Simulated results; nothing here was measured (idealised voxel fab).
The following is a process module called voxel transistor to metal.
Cross-section cut spans 280 nm and uses square cells 5 nm in size.
Cross-sections here: square-cell grids, written as top-down lists of bands, a band being one or more rows of cells. For a band, the entry starts with two heights in nm, that of the top and then that of the bottom, and carries on with the band's materials in order from left to right, each alongside its width in nm; the word "full width" beside a single material means it fills the band edge to edge, and "air" means empty space. Note: height 0 marks the level under which the wafer is uniformly one material as received. Lowest band unbounded below, written "0 and below". Per-row width for "30 to 40": begins at first number (top row of band), ends at second number (bottom row), increment between rows held constant. Key: "nothing altered" - step with no changed cell in the cross-section. Voids not open to the top, 8 cells minimum: see "Enclosed cavity list". Written width x height at distance; distance is from the left edge; nm. Formally, on a step line, whatever follows the settings is a remark that the simulator itself makes on the step. overlay nm, on a step with a mask: how far to the right of its planned place the mask lay; to the left if negative.

### Steps planned for the process
1 RECEIVE,material Si
2 OXIDIZE,depth nm 5
3 CONFORMAL_DEP,material SiN,thk nm 10
4 MASKED_ETCH,tone cover,mask id ACTIVE,width nm 105,pitch nm 125,etch materials SiN,depth nm 10,overlay nm 0
5 MASKED_ETCH,tone cover,mask id ACTIVE,width nm 105,pitch nm 125,etch materials SiO2,depth nm 5,overlay nm 0
6 MASKED_ETCH,tone cover,mask id ACTIVE,width nm 105,pitch nm 125,etch materials Si,depth nm 35,overlay nm 0
7 FILL_DEP,material SiO2,thk nm 5
8 CMP,height nm 10
9 SELECTIVE_ETCH,etch materials SiO2,depth nm 10
10 STRIP,etch materials SiN
11 SELECTIVE_ETCH,etch materials SiO2,depth nm 5
12 OXIDIZE,depth nm 5
13 DIRECTIONAL_DEP,material polySi,thk nm 20
14 DIRECTIONAL_DEP,material SiCN,thk nm 15
15 PATTERN,tone cover,mask id GATE,material resist,width nm 25,pitch nm 125,thk nm 15,overlay nm 0
16 DIRECTIONAL_ETCH,etch materials SiCN,depth nm 25
17 DIRECTIONAL_ETCH,etch materials polySi,depth nm 30
18 STRIP,etch materials resist
19 CONFORMAL_DEP,material SiO2,thk nm 5
20 DIRECTIONAL_ETCH,etch materials SiO2,depth nm 5
21 CONFORMAL_DEP,material SiN,thk nm 5
22 DIRECTIONAL_ETCH,etch materials SiN,depth nm 5
23 DIRECTIONAL_ETCH,etch materials SiO2,depth nm 5
24 DIRECTIONAL_ETCH,etch materials Si,depth nm 10
25 EPI,material SiGe,thk nm 10
26 FILL_DEP,material SiO2,thk nm 5
27 CMP,height nm 30
28 DIRECTIONAL_DEP,material SiO2,thk nm 10
29 MASKED_ETCH,tone open,mask id CONTACT,width nm 20,etch materials SiO2,depth nm 50,overlay nm 0
30 CONFORMAL_DEP,material TiN,thk nm 5
31 FILL_DEP,material W,thk nm 5
32 CMP,height nm 40
33 CONFORMAL_DEP,material SiN,thk nm 5
34 DIRECTIONAL_DEP,material lowk,thk nm 15
35 PATTERN,tone open,mask id METAL_1,material resist,width nm 20,thk nm 15,overlay nm 0
36 DIRECTIONAL_ETCH,etch materials lowk,depth nm 15
37 DIRECTIONAL_ETCH,etch materials SiN,depth nm 5
38 STRIP,etch materials resist
39 CONFORMAL_DEP,material TiN,thk nm 5
40 FILL_DEP,material Cu,thk nm 5
41 CMP,height nm 60
42 CONFORMAL_DEP,material SiCN,thk nm 5
43 DIRECTIONAL_DEP,material SiO2,thk nm 30
44 MASKED_ETCH,tone open,mask id METAL_2_HOLES,width nm 15,pitch nm 125,etch materials SiO2,depth nm 30,overlay nm 0
45 MASKED_ETCH,tone open,mask id METAL_2,width nm 20,pitch nm 125,etch materials SiO2,depth nm 15,overlay nm 0
46 MASKED_ETCH,tone open,mask id METAL_2,width nm 20,pitch nm 125,etch materials SiCN,depth nm 5,overlay nm 0
47 CONFORMAL_DEP,material TiN,thk nm 5
48 FILL_DEP,material Cu,thk nm 5
49 CMP,height nm 95
50 CONFORMAL_DEP,material SiCN,thk nm 5

### As received (post step 1): cross-section
    0 and below | Si full width
    Enclosed cavity list: none

### One mistake in running the module, otherwise start and plan as above: cross-section at the end
    100 down to 95 | SiCN full width
    95 down to 85 | 30 nm SiO2, then 5 nm TiN, then 10 nm Cu, then 5 nm TiN, then 105 nm SiO2, then 5 nm TiN, then 10 nm Cu, then 5 nm TiN, then 105 nm SiO2
    85 down to 80 | 30 nm SiO2, then 5 nm TiN, then 5 nm Cu, then 10 nm TiN, then 105 nm SiO2, then 5 nm TiN, then 5 nm Cu, then 10 nm TiN, then 105 nm SiO2
    80 down to 65 | 30 nm SiO2, then 5 nm TiN, then 5 nm Cu, then 5 nm TiN, then 110 nm SiO2, then 5 nm TiN, then 5 nm Cu, then 5 nm TiN, then 110 nm SiO2
    65 down to 60 | 30 nm SiCN, then 15 nm TiN, then 110 nm SiCN, then 15 nm TiN, then 110 nm SiCN
    60 down to 45 | 30 nm lowk, then 5 nm TiN, then 10 nm Cu, then 5 nm TiN, then 55 nm lowk, then 5 nm TiN, then 10 nm Cu, then 5 nm TiN, then 30 nm lowk, then 5 nm TiN, then 10 nm Cu, then 5 nm TiN, then 55 nm lowk, then 5 nm TiN, then 10 nm Cu, then 5 nm TiN, then 30 nm lowk
    45 down to 40 | 30 nm SiN, then 20 nm TiN, then 55 nm SiN, then 20 nm TiN, then 30 nm SiN, then 20 nm TiN, then 55 nm SiN, then 20 nm TiN, then 30 nm SiN
    40 down to 30 | 30 nm SiO2, then 5 nm TiN, then 10 nm W, then 5 nm TiN, then 55 nm SiO2, then 5 nm TiN, then 10 nm W, then 5 nm TiN, then 30 nm SiO2, then 5 nm TiN, then 10 nm W, then 5 nm TiN, then 55 nm SiO2, then 5 nm TiN, then 10 nm W, then 5 nm TiN, then 30 nm SiO2
    30 down to 20 | 30 nm SiO2, then 5 nm TiN, then 10 nm W, then 5 nm TiN, then 15 nm SiO2, then 25 nm SiCN, then 15 nm SiO2, then 5 nm TiN, then 10 nm W, then 5 nm TiN, then 30 nm SiO2, then 5 nm TiN, then 10 nm W, then 5 nm TiN, then 15 nm SiO2, then 25 nm SiCN, then 15 nm SiO2, then 5 nm TiN, then 10 nm W, then 5 nm TiN, then 30 nm SiO2
    20 down to 15 | 30 nm SiO2, then 5 nm TiN, then 10 nm W, then 5 nm TiN, then 5 nm SiO2, then 5 nm SiN, then 5 nm SiO2, then 25 nm SiCN, then 5 nm SiO2, then 5 nm SiN, then 5 nm SiO2, then 5 nm TiN, then 10 nm W, then 5 nm TiN, then 30 nm SiO2, then 5 nm TiN, then 10 nm W, then 5 nm TiN, then 5 nm SiO2, then 5 nm SiN, then 5 nm SiO2, then 25 nm SiCN, then 5 nm SiO2, then 5 nm SiN, then 5 nm SiO2, then 5 nm TiN, then 10 nm W, then 5 nm TiN, then 30 nm SiO2
    15 down to 5 | 30 nm SiO2, then 5 nm TiN, then 10 nm W, then 5 nm TiN, then 5 nm SiO2, then 5 nm SiN, then 5 nm SiO2, then 25 nm polySi, then 5 nm SiO2, then 5 nm SiN, then 5 nm SiO2, then 5 nm TiN, then 10 nm W, then 5 nm TiN, then 30 nm SiO2, then 5 nm TiN, then 10 nm W, then 5 nm TiN, then 5 nm SiO2, then 5 nm SiN, then 5 nm SiO2, then 25 nm polySi, then 5 nm SiO2, then 5 nm SiN, then 5 nm SiO2, then 5 nm TiN, then 10 nm W, then 5 nm TiN, then 30 nm SiO2
    5 down to 0 | 30 nm SiO2, then 5 nm TiN, then 5 nm W, then 10 nm TiN, then 5 nm SiO2, then 5 nm SiN, then 5 nm SiO2, then 25 nm polySi, then 5 nm SiO2, then 5 nm SiN, then 5 nm SiO2, then 10 nm TiN, then 5 nm W, then 5 nm TiN, then 30 nm SiO2, then 5 nm TiN, then 5 nm W, then 10 nm TiN, then 5 nm SiO2, then 5 nm SiN, then 5 nm SiO2, then 25 nm polySi, then 5 nm SiO2, then 5 nm SiN, then 5 nm SiO2, then 10 nm TiN, then 5 nm W, then 5 nm TiN, then 30 nm SiO2
    0 down to -5 | 30 nm SiO2, then 5 nm TiN, then 5 nm W, then 5 nm TiN, then 10 nm SiGe, then 5 nm SiN, then 5 nm SiO2, then 25 nm polySi, then 5 nm SiO2, then 5 nm SiN, then 10 nm SiGe, then 5 nm TiN, then 5 nm W, then 5 nm TiN, then 30 nm SiO2, then 5 nm TiN, then 5 nm W, then 5 nm TiN, then 10 nm SiGe, then 5 nm SiN, then 5 nm SiO2, then 25 nm polySi, then 5 nm SiO2, then 5 nm SiN, then 10 nm SiGe, then 5 nm TiN, then 5 nm W, then 5 nm TiN, then 30 nm SiO2
    -5 down to -10 | 30 nm SiO2, then 15 nm TiN, then 10 nm SiGe, then 45 nm SiO2, then 10 nm SiGe, then 15 nm TiN, then 30 nm SiO2, then 15 nm TiN, then 10 nm SiGe, then 45 nm SiO2, then 10 nm SiGe, then 15 nm TiN, then 30 nm SiO2
    -10 down to -20 | 25 nm SiO2, then 30 nm SiGe, then 45 nm Si, then 30 nm SiGe, then 20 nm SiO2, then 30 nm SiGe, then 45 nm Si, then 30 nm SiGe, then 25 nm SiO2
    -20 down to -40 | 25 nm SiO2, then 105 nm Si, then 20 nm SiO2, then 105 nm Si, then 25 nm SiO2
    -40 and below | Si full width
    Enclosed cavity list: none
Misprocessing identified: step 22 was processed under conditions differing from the plan, specifically as DIRECTIONAL_ETCH,etch materials SiN,depth nm 15
